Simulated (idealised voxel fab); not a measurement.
The following is a process module called voxel air gaps.
Cross-section cut spans 200 nm and uses square cells 5 nm in size.
Each cross-section below is a grid of square cells, stated as bands in top-down order, with one or more rows of cells making up each band.
It is stipulated that each band's entry specify, in nanometres, the height of the top of the band and then that of its bottom, followed by the materials of the band in left-to-right sequence, each together with its width in nanometres. A single material marked by the word "everywhere" is understood to fill the band from edge to edge; the word "blank" is understood to denote empty space.
Height 0 is the level under which the wafer as received is all one material. The lowest band goes on downwards, as in "0 nm and below".
The two numbers in a width such as "30..40" mark its ends across the band: the first belongs to the top row of cells, the second to the bottom row, and from each row to the next the width moves by the same amount.
A step reported as "nothing altered" is a step in which no cell of the cross-section changed.
For the entry "Closed voids list", the listed items are empty spaces with no open way to the top whose size is 8 cells or more; each item follows the pattern width x height at distance, where distance is from the left edge and all three are in nm.
Step line, after settings: the simulator's comment on this step.
The optional step-line setting "overlay nm" applies to steps with a mask and quantifies how far to the right of its planned location the mask lay, a negative value indicating leftward placement.
-- List of planned process steps
1,RECEIVE (material Si)
2,CONFORMAL_DEP (material SiO2; thk nm 15)
3,CONFORMAL_DEP (material SiCN; thk nm 5)
4,DIRECTIONAL_DEP (material lowk; thk nm 30)
5,PATTERN (tone open; mask id LINES; material resist; width nm 20; pitch nm 45; thk nm 20; overlay nm 0)
6,DIRECTIONAL_ETCH (etch materials lowk; depth nm 30)
7,STRIP (etch materials resist)
8,CONFORMAL_DEP (material TiN; thk nm 5)
9,FILL_DEP (material Ru; thk nm 5)
10,CMP (height nm 50)
11,EPI (material Ru; thk nm 10)
12,SELECTIVE_ETCH (etch materials lowk; depth nm 40)
13,CONFORMAL_DEP (material SiCN; thk nm 5)
-- First of two wafers, with the run carried out as planned
-- Cross-section of the wafer upon arrival, representing the state reached after step 1
- 0 nm and below  Si everywhere
- Closed voids list: none
-- Presented here is a cross-section of the wafer after step 2 has been performed
- 15 nm to 0 nm  SiO2 everywhere
- Everything below 0 is unchanged.
-- Presented here is a cross-section of the wafer after step 3 has been performed
- 20 nm to 15 nm  SiCN everywhere
- Everything below 15 is unchanged.
-- Presented here is a cross-section of the wafer after step 4 has been performed
- 50 nm to 20 nm  lowk everywhere
- Everything below 20 is unchanged.
-- Presented here is a cross-section of the wafer after step 5 has been performed
- 70 nm to 50 nm  45 resist, then 20 blank, then 25 resist, then 20 blank, then 25 resist, then 20 blank, then 45 resist
- Everything below 50 is unchanged.
-- Presented here is a cross-section of the wafer after step 6 has been performed
- 70 nm to 50 nm  45 resist, then 20 blank, then 25 resist, then 20 blank, then 25 resist, then 20 blank, then 45 resist
- 50 nm to 20 nm  45 lowk, then 20 blank, then 25 lowk, then 20 blank, then 25 lowk, then 20 blank, then 45 lowk
- Everything below 20 is unchanged.
-- Presented here is a cross-section of the wafer after step 7 has been performed
- 50 nm to 20 nm  45 lowk, then 20 blank, then 25 lowk, then 20 blank, then 25 lowk, then 20 blank, then 45 lowk
- Everything below 20 is unchanged.
-- Presented here is a cross-section of the wafer after step 8 has been performed
- 55 nm to 50 nm  50 TiN, then 10 blank, then 35 TiN, then 10 blank, then 35 TiN, then 10 blank, then 50 TiN
- 50 nm to 25 nm  45 lowk, then 5 TiN, then 10 blank, then 5 TiN, then 25 lowk, then 5 TiN, then 10 blank, then 5 TiN, then 25 lowk, then 5 TiN, then 10 blank, then 5 TiN, then 45 lowk
- 25 nm to 20 nm  45 lowk, then 20 TiN, then 25 lowk, then 20 TiN, then 25 lowk, then 20 TiN, then 45 lowk
- Everything below 20 is unchanged.
-- Presented here is a cross-section of the wafer after step 9 has been performed
- 60 nm to 55 nm  Ru everywhere
- 55 nm to 50 nm  50 TiN, then 10 Ru, then 35 TiN, then 10 Ru, then 35 TiN, then 10 Ru, then 50 TiN
- 50 nm to 25 nm  45 lowk, then 5 TiN, then 10 Ru, then 5 TiN, then 25 lowk, then 5 TiN, then 10 Ru, then 5 TiN, then 25 lowk, then 5 TiN, then 10 Ru, then 5 TiN, then 45 lowk
- Everything below 25 is unchanged.
-- Presented here is a cross-section of the wafer after step 10 has been performed
- 50 nm to 25 nm  45 lowk, then 5 TiN, then 10 Ru, then 5 TiN, then 25 lowk, then 5 TiN, then 10 Ru, then 5 TiN, then 25 lowk, then 5 TiN, then 10 Ru, then 5 TiN, then 45 lowk
- Everything below 25 is unchanged.
-- Presented here is a cross-section of the wafer after step 11 has been performed
- 60 nm to 50 nm  35 blank, then 40 Ru, then 5 blank, then 40 Ru, then 5 blank, then 40 Ru, then 35 blank
- Everything below 50 is unchanged.
-- Presented here is a cross-section of the wafer after step 12 has been performed
- 60 nm to 50 nm  35 blank, then 40 Ru, then 5 blank, then 40 Ru, then 5 blank, then 40 Ru, then 35 blank
- 50 nm to 25 nm  45 blank, then 5 TiN, then 10 Ru, then 5 TiN, then 25 blank, then 5 TiN, then 10 Ru, then 5 TiN, then 25 blank, then 5 TiN, then 10 Ru, then 5 TiN, then 45 blank
- 25 nm to 20 nm  45 blank, then 20 TiN, then 25 blank, then 20 TiN, then 25 blank, then 20 TiN, then 45 blank
- Everything below 20 is unchanged.
-- Presented here is a cross-section of the wafer after step 13 has been performed
- 65 nm to 60 nm  30 blank, then 140 SiCN, then 30 blank
- 60 nm to 50 nm  30 blank, then 5 SiCN, then 40 Ru, then 5 SiCN, then 40 Ru, then 5 SiCN, then 40 Ru, then 5 SiCN, then 30 blank
- 50 nm to 45 nm  30 blank, then 15 SiCN, then 5 TiN, then 10 Ru, then 5 TiN, then 25 SiCN, then 5 TiN, then 10 Ru, then 5 TiN, then 25 SiCN, then 5 TiN, then 10 Ru, then 5 TiN, then 15 SiCN, then 30 blank
- 45 nm to 25 nm  40 blank, then 5 SiCN, then 5 TiN, then 10 Ru, then 5 TiN, then 5 SiCN, then 15 blank, then 5 SiCN, then 5 TiN, then 10 Ru, then 5 TiN, then 5 SiCN, then 15 blank, then 5 SiCN, then 5 TiN, then 10 Ru, then 5 TiN, then 5 SiCN, then 40 blank
- 25 nm to 20 nm  45 SiCN, then 20 TiN, then 25 SiCN, then 20 TiN, then 25 SiCN, then 20 TiN, then 45 SiCN
- Everything below 20 is unchanged.
- Closed voids list: 15 x 20 at 70; 15 x 20 at 115
-- Wafer two of two - same starting point, same process plan, one mistake in execution; matches wafer one up to and including step 1
-- Second wafer, sectioned view, at step 2's planned end time
- 5 nm to 0 nm  SiCN everywhere
- Everything below 0 is unchanged.
-- Second wafer, sectioned view, at step 3's planned end time
- 20 nm to 5 nm  SiO2 everywhere
- Everything below 5 is unchanged.
-- Second wafer, sectioned view, at step 4's planned end time
- 50 nm to 20 nm  lowk everywhere
- Everything below 20 is unchanged.
-- Second wafer, sectioned view, at step 5's planned end time
- 70 nm to 50 nm  45 resist, then 20 blank, then 25 resist, then 20 blank, then 25 resist, then 20 blank, then 45 resist
- Everything below 50 is unchanged.
-- Second wafer, sectioned view, at step 6's planned end time
- 70 nm to 50 nm  45 resist, then 20 blank, then 25 resist, then 20 blank, then 25 resist, then 20 blank, then 45 resist
- 50 nm to 20 nm  45 lowk, then 20 blank, then 25 lowk, then 20 blank, then 25 lowk, then 20 blank, then 45 lowk
- Everything below 20 is unchanged.
-- Second wafer, sectioned view, at step 7's planned end time
- 50 nm to 20 nm  45 lowk, then 20 blank, then 25 lowk, then 20 blank, then 25 lowk, then 20 blank, then 45 lowk
- Everything below 20 is unchanged.
-- Second wafer, sectioned view, at step 8's planned end time
- 55 nm to 50 nm  50 TiN, then 10 blank, then 35 TiN, then 10 blank, then 35 TiN, then 10 blank, then 50 TiN
- 50 nm to 25 nm  45 lowk, then 5 TiN, then 10 blank, then 5 TiN, then 25 lowk, then 5 TiN, then 10 blank, then 5 TiN, then 25 lowk, then 5 TiN, then 10 blank, then 5 TiN, then 45 lowk
- 25 nm to 20 nm  45 lowk, then 20 TiN, then 25 lowk, then 20 TiN, then 25 lowk, then 20 TiN, then 45 lowk
- Everything below 20 is unchanged.
-- Second wafer, sectioned view, at step 9's planned end time
- 60 nm to 55 nm  Ru everywhere
- 55 nm to 50 nm  50 TiN, then 10 Ru, then 35 TiN, then 10 Ru, then 35 TiN, then 10 Ru, then 50 TiN
- 50 nm to 25 nm  45 lowk, then 5 TiN, then 10 Ru, then 5 TiN, then 25 lowk, then 5 TiN, then 10 Ru, then 5 TiN, then 25 lowk, then 5 TiN, then 10 Ru, then 5 TiN, then 45 lowk
- Everything below 25 is unchanged.
-- Second wafer, sectioned view, at step 10's planned end time
- 50 nm to 25 nm  45 lowk, then 5 TiN, then 10 Ru, then 5 TiN, then 25 lowk, then 5 TiN, then 10 Ru, then 5 TiN, then 25 lowk, then 5 TiN, then 10 Ru, then 5 TiN, then 45 lowk
- Everything below 25 is unchanged.
-- Second wafer, sectioned view, at step 11's planned end time
- 60 nm to 50 nm  35 blank, then 40 Ru, then 5 blank, then 40 Ru, then 5 blank, then 40 Ru, then 35 blank
- Everything below 50 is unchanged.
-- Second wafer, sectioned view, at step 12's planned end time
- 60 nm to 50 nm  35 blank, then 40 Ru, then 5 blank, then 40 Ru, then 5 blank, then 40 Ru, then 35 blank
- 50 nm to 25 nm  45 blank, then 5 TiN, then 10 Ru, then 5 TiN, then 25 blank, then 5 TiN, then 10 Ru, then 5 TiN, then 25 blank, then 5 TiN, then 10 Ru, then 5 TiN, then 45 blank
- 25 nm to 20 nm  45 blank, then 20 TiN, then 25 blank, then 20 TiN, then 25 blank, then 20 TiN, then 45 blank
- Everything below 20 is unchanged.
-- Second wafer, sectioned view, at step 13's planned end time
- 65 nm to 60 nm  30 blank, then 140 SiCN, then 30 blank
- 60 nm to 50 nm  30 blank, then 5 SiCN, then 40 Ru, then 5 SiCN, then 40 Ru, then 5 SiCN, then 40 Ru, then 5 SiCN, then 30 blank
- 50 nm to 45 nm  30 blank, then 15 SiCN, then 5 TiN, then 10 Ru, then 5 TiN, then 25 SiCN, then 5 TiN, then 10 Ru, then 5 TiN, then 25 SiCN, then 5 TiN, then 10 Ru, then 5 TiN, then 15 SiCN, then 30 blank
- 45 nm to 25 nm  40 blank, then 5 SiCN, then 5 TiN, then 10 Ru, then 5 TiN, then 5 SiCN, then 15 blank, then 5 SiCN, then 5 TiN, then 10 Ru, then 5 TiN, then 5 SiCN, then 15 blank, then 5 SiCN, then 5 TiN, then 10 Ru, then 5 TiN, then 5 SiCN, then 40 blank
- 25 nm to 20 nm  45 SiCN, then 20 TiN, then 25 SiCN, then 20 TiN, then 25 SiCN, then 20 TiN, then 45 SiCN
- Everything below 20 is unchanged.
- Closed voids list: 15 x 20 at 70; 15 x 20 at 115
Misprocessing identified: plan vs actual: 2 and 3 interchanged
Heads up: at the end the two wafers have identical cell counts per material, they're just laid out differently.
